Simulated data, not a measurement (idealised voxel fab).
Module name: voxel air gaps (process module)
Square cell edge 5 nm, section width 170 nm, ID cut.
Bands, listed from the top down, are how a cross-section gets written in this document; the cross-section itself is a grid of square cells, and a band is one or more rows of them.
Read a band's entry like this: the first values are the height of its top and the height of its bottom in nm, and what follows is the sequence of materials from left to right, each with its width in nm. Note that "blank" is empty space, and that a single material marked "throughout" reaches across the band from edge to edge.
Counting heights begins at 0, where everything beneath is, in the wafer as received, one material. The lowest band has no bottom; it goes on downwards, as "0 and below" shows.
Per-row width for "30 to 40": begins at first number (top row of band), ends at second number (bottom row), increment between rows held constant.
You'll sometimes find "no alterations made" written for a step, and that's the way of saying that nowhere in the cross-section did a cell change during that step.
Empty spaces counting at least 8 cells and having no open way to the top are listed in "Trapped void list". The notation width x height at distance is used for each, the distance being from the left edge and all three values in nm.
Text after the settings on a step's line: the simulator's own remark on that step.
When a step includes a mask, the "overlay nm" setting on its line states how far to the right of its planned place that mask lay, and negative values state how far to the left.
The process steps that were planned are listed below:
1,op RECEIVE | material Si
2,op CONFORMAL_DEP | material SiO2 | thk nm 15
3,op CONFORMAL_DEP | material SiCN | thk nm 5
4,op DIRECTIONAL_DEP | material lowk | thk nm 30
5,op MASKED_ETCH | tone open | mask id LINES | width nm 15 | pitch nm 45 | etch materials lowk | depth nm 30 | overlay nm 0
6,op CONFORMAL_DEP | material TiN | thk nm 5
7,op FILL_DEP | material Cu | thk nm 10
8,op CMP | height nm 50
9,op EPI | material Ru | thk nm 10
10,op SELECTIVE_ETCH | etch materials lowk | depth nm 40
11,op CONFORMAL_DEP | material SiCN | thk nm 5
First of two wafers, with the run carried out as planned:
Cross-section: wafer on arrival = after step 1:
> 0 and below | Si throughout
> Trapped void list: none
Cross-section of the wafer subsequent to step 2:
> 15 down to 0 | SiO2 throughout
> Rest of section, below 0: as before.
Cross-section of the wafer subsequent to step 3:
> 20 down to 15 | SiCN throughout
> Rest of section, below 15: as before.
Cross-section of the wafer subsequent to step 4:
> 50 down to 20 | lowk throughout
> Rest of section, below 20: as before.
Cross-section of the wafer subsequent to step 5:
> 50 down to 20 | lowk: 30, blank: 15, lowk: 30, blank: 15, lowk: 30, blank: 15, lowk: 35
> Rest of section, below 20: as before.
Cross-section of the wafer subsequent to step 6:
> 55 down to 50 | TiN: 35, blank: 5, TiN: 40, blank: 5, TiN: 40, blank: 5, TiN: 40
> 50 down to 25 | lowk: 30, TiN: 5, blank: 5, TiN: 5, lowk: 30, TiN: 5, blank: 5, TiN: 5, lowk: 30, TiN: 5, blank: 5, TiN: 5, lowk: 35
> 25 down to 20 | lowk: 30, TiN: 15, lowk: 30, TiN: 15, lowk: 30, TiN: 15, lowk: 35
> Rest of section, below 20: as before.
Cross-section of the wafer subsequent to step 7:
> 65 down to 55 | Cu throughout
> 55 down to 50 | TiN: 35, Cu: 5, TiN: 40, Cu: 5, TiN: 40, Cu: 5, TiN: 40
> 50 down to 25 | lowk: 30, TiN: 5, Cu: 5, TiN: 5, lowk: 30, TiN: 5, Cu: 5, TiN: 5, lowk: 30, TiN: 5, Cu: 5, TiN: 5, lowk: 35
> Rest of section, below 25: as before.
Cross-section of the wafer subsequent to step 8:
> 50 down to 25 | lowk: 30, TiN: 5, Cu: 5, TiN: 5, lowk: 30, TiN: 5, Cu: 5, TiN: 5, lowk: 30, TiN: 5, Cu: 5, TiN: 5, lowk: 35
> Rest of section, below 25: as before.
Cross-section of the wafer subsequent to step 9:
> 60 down to 50 | blank: 20, Ru: 35, blank: 10, Ru: 35, blank: 10, Ru: 35, blank: 25
> Rest of section, below 50: as before.
Cross-section of the wafer subsequent to step 10:
> 60 down to 50 | blank: 20, Ru: 35, blank: 10, Ru: 35, blank: 10, Ru: 35, blank: 25
> 50 down to 25 | blank: 30, TiN: 5, Cu: 5, TiN: 5, blank: 30, TiN: 5, Cu: 5, TiN: 5, blank: 30, TiN: 5, Cu: 5, TiN: 5, blank: 35
> 25 down to 20 | blank: 30, TiN: 15, blank: 30, TiN: 15, blank: 30, TiN: 15, blank: 35
> Rest of section, below 20: as before.
Cross-section of the wafer subsequent to step 11:
> 65 down to 60 | blank: 15, SiCN: 135, blank: 20
> 60 down to 50 | blank: 15, SiCN: 5, Ru: 35, SiCN: 10, Ru: 35, SiCN: 10, Ru: 35, SiCN: 5, blank: 20
> 50 down to 45 | blank: 15, SiCN: 15, TiN: 5, Cu: 5, TiN: 5, SiCN: 30, TiN: 5, Cu: 5, TiN: 5, SiCN: 30, TiN: 5, Cu: 5, TiN: 5, SiCN: 15, blank: 20
> 45 down to 25 | blank: 25, SiCN: 5, TiN: 5, Cu: 5, TiN: 5, SiCN: 5, blank: 20, SiCN: 5, TiN: 5, Cu: 5, TiN: 5, SiCN: 5, blank: 20, SiCN: 5, TiN: 5, Cu: 5, TiN: 5, SiCN: 5, blank: 30
> 25 down to 20 | SiCN: 30, TiN: 15, SiCN: 30, TiN: 15, SiCN: 30, TiN: 15, SiCN: 35
> Rest of section, below 20: as before.
> Trapped void list: 20 x 20 at 50; 20 x 20 at 95
Second Wafer (Identical Start and Plan, One Processing Error; Matches First Wafer Through Step 2):
Look at the second wafer in cross-section at the time step 3 ought to have finished:
> 45 down to 15 | lowk throughout
> Rest of section, below 15: as before.
Look at the second wafer in cross-section at the time step 4 ought to have finished:
> 50 down to 45 | SiCN throughout
> Rest of section, below 45: as before.
Look at the second wafer in cross-section at the time step 5 ought to have finished: no alterations made
Look at the second wafer in cross-section at the time step 6 ought to have finished:
> 55 down to 50 | TiN throughout
> Rest of section, below 50: as before.
Look at the second wafer in cross-section at the time step 7 ought to have finished:
> 65 down to 55 | Cu throughout
> Rest of section, below 55: as before.
Look at the second wafer in cross-section at the time step 8 ought to have finished:
> 50 down to 45 | SiCN throughout
> Rest of section, below 45: as before.
Look at the second wafer in cross-section at the time step 9 ought to have finished: no alterations made
Look at the second wafer in cross-section at the time step 10 ought to have finished: no alterations made
Look at the second wafer in cross-section at the time step 11 ought to have finished:
> 55 down to 45 | SiCN throughout
> Rest of section, below 45: as before.
So what did we get wrong on this run? step 4 occupied the plan position of step 3, and the converse holds as well
Cell-count delta at end, second wafer over first, by material: Cu: 15 fewer | Ru: 42 fewer | SiCN: 72 fewer | TiN: 39 fewer | lowk: 204 more
The closed voids present at the end amount to 2 for the first wafer and 0 for the second wafer.
